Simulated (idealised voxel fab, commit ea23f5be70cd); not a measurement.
process module | voxel released beams
cross-section cut | 155 nm wide | cells 5 nm
Square cells in a grid make up a cross-section in this document, and the grid is given as bands, listed from the top down, each one or more rows of cells. Heights first: top, then bottom, in nm. Then materials, left to right, each with a width in nm. "edge to edge" on a single material: fills the band edge to edge. "empty": empty space. Heights are measured from 0, the level below which the as-received wafer is all one material; the lowest band has no bottom and continues downward, written as in "0..down". A two-number width, for instance "30 to 40", indicates that the width is equal to the first number in the top row of the band and to the second number in the bottom row, and that it changes by a constant amount per row of cells. What does "same as before" mean for a step? It means no cell of the cross-section changed in that step. Entry "Fully closed voids". Content: empty spaces with no open connection to the top, size 8 cells or greater. Each: width x height at distance. Distance: from left edge. Unit: nm. Where a step's line continues beyond its settings, the continuation is a remark by the simulator itself on that step. overlay nm: step with mask; distance mask lay right of planned place; negative value = left of planned place.

-- The planned process steps are enumerated hereunder
| 1 | op RECEIVE | material Si |
| 2 | op CONFORMAL_DEP | material SiN | thk nm 5 |
| 3 | op DIRECTIONAL_DEP | material SiO2 | thk nm 15 |
| 4 | op MASKED_ETCH | tone open | mask id ANCHOR | width nm 35 | etch materials SiO2 | depth nm 15 | overlay nm 0 |
| 5 | op CONFORMAL_DEP | material W | thk nm 15 |
| 6 | op DIRECTIONAL_DEP | material aC | thk nm 15 |
| 7 | op PATTERN | tone cover | mask id BEAM | material resist | width nm 90 | thk nm 30 | overlay nm 0 |
| 8 | op DIRECTIONAL_ETCH | etch materials aC | depth nm 15 |
| 9 | op STRIP | etch materials resist |
| 10 | op DIRECTIONAL_ETCH | etch materials W | depth nm 15 |
| 11 | op STRIP | etch materials aC |
| 12 | op STRIP | etch materials SiO2 |

-- first wafer, as planned

-- Here's what the wafer looked like in cross-section when it arrived - that's after step 1
* 0..down = Si edge to edge
* Fully closed voids: none

-- So this is the wafer cross-section right after step 2
* 5..0 = SiN edge to edge
* Below 0 it's all the same as before, nothing changed down there.

-- So this is the wafer cross-section right after step 3
* 20..5 = SiO2 edge to edge
* Below 5 it's all the same as before, nothing changed down there.

-- So this is the wafer cross-section right after step 4
* 20..5 = SiO2=35 / empty=35 / SiO2=85
* Below 5 it's all the same as before, nothing changed down there.

-- So this is the wafer cross-section right after step 5
* 35..20 = W=50 / empty=5 / W=100
* 20..5 = SiO2=35 / W=35 / SiO2=85
* Below 5 it's all the same as before, nothing changed down there.

-- So this is the wafer cross-section right after step 6
* 50..35 = aC=50 / empty=5 / aC=100
* 35..20 = W=50 / aC=5 / W=100
* Below 20 it's all the same as before, nothing changed down there.

-- So this is the wafer cross-section right after step 7
* 80..50 = empty=30 / resist=90 / empty=35
* 50..35 = aC=50 / resist=5 / aC=100
* Below 35 it's all the same as before, nothing changed down there.

-- So this is the wafer cross-section right after step 8
* 65..50 = empty=30 / resist=90 / empty=35
* 50..35 = empty=30 / aC=20 / resist=5 / aC=65 / empty=35
* Below 35 it's all the same as before, nothing changed down there.

-- So this is the wafer cross-section right after step 9
* 50..35 = empty=30 / aC=20 / empty=5 / aC=65 / empty=35
* Below 35 it's all the same as before, nothing changed down there.

-- So this is the wafer cross-section right after step 10
* 50..35 = empty=30 / aC=20 / empty=5 / aC=65 / empty=35
* 35..20 = empty=30 / W=20 / aC=5 / W=65 / empty=35
* Below 20 it's all the same as before, nothing changed down there.

-- So this is the wafer cross-section right after step 11
* 35..20 = empty=30 / W=20 / empty=5 / W=65 / empty=35
* Below 20 it's all the same as before, nothing changed down there.

-- So this is the wafer cross-section right after step 12
* 35..20 = empty=30 / W=20 / empty=5 / W=65 / empty=35
* 20..5 = empty=35 / W=35 / empty=85
* Below 5 it's all the same as before, nothing changed down there.

-- Second wafer: same start and same plan as the first, one execution error; identical to the first through step 1

-- At the planned end of step 2, the second wafer in cross-section
* 5..0 = W edge to edge
* Below 0 it's all the same as before, nothing changed down there.

-- At the planned end of step 3, the second wafer in cross-section
* 20..5 = SiO2 edge to edge
* Below 5 it's all the same as before, nothing changed down there.

-- At the planned end of step 4, the second wafer in cross-section
* 20..5 = SiO2=35 / empty=35 / SiO2=85
* Below 5 it's all the same as before, nothing changed down there.

-- At the planned end of step 5, the second wafer in cross-section
* 35..20 = W=50 / empty=5 / W=100
* 20..5 = SiO2=35 / W=35 / SiO2=85
* Below 5 it's all the same as before, nothing changed down there.

-- At the planned end of step 6, the second wafer in cross-section
* 50..35 = aC=50 / empty=5 / aC=100
* 35..20 = W=50 / aC=5 / W=100
* Below 20 it's all the same as before, nothing changed down there.

-- At the planned end of step 7, the second wafer in cross-section
* 80..50 = empty=30 / resist=90 / empty=35
* 50..35 = aC=50 / resist=5 / aC=100
* Below 35 it's all the same as before, nothing changed down there.

-- At the planned end of step 8, the second wafer in cross-section
* 65..50 = empty=30 / resist=90 / empty=35
* 50..35 = empty=30 / aC=20 / resist=5 / aC=65 / empty=35
* Below 35 it's all the same as before, nothing changed down there.

-- At the planned end of step 9, the second wafer in cross-section
* 50..35 = empty=30 / aC=20 / empty=5 / aC=65 / empty=35
* Below 35 it's all the same as before, nothing changed down there.

-- At the planned end of step 10, the second wafer in cross-section
* 50..35 = empty=30 / aC=20 / empty=5 / aC=65 / empty=35
* 35..20 = empty=30 / W=20 / aC=5 / W=65 / empty=35
* Below 20 it's all the same as before, nothing changed down there.

-- At the planned end of step 11, the second wafer in cross-section
* 35..20 = empty=30 / W=20 / empty=5 / W=65 / empty=35
* Below 20 it's all the same as before, nothing changed down there.

-- At the planned end of step 12, the second wafer in cross-section
* 35..20 = empty=30 / W=20 / empty=5 / W=65 / empty=35
* 20..5 = empty=35 / W=35 / empty=85
* Below 5 it's all the same as before, nothing changed down there.
Here's what went sideways: step 2 went in with a setting other than planned; the actual run was op CONFORMAL_DEP | material W | thk nm 5
Final tally in cells, some materials are higher or lower on the second wafer than on the first: -31 SiN, +31 W
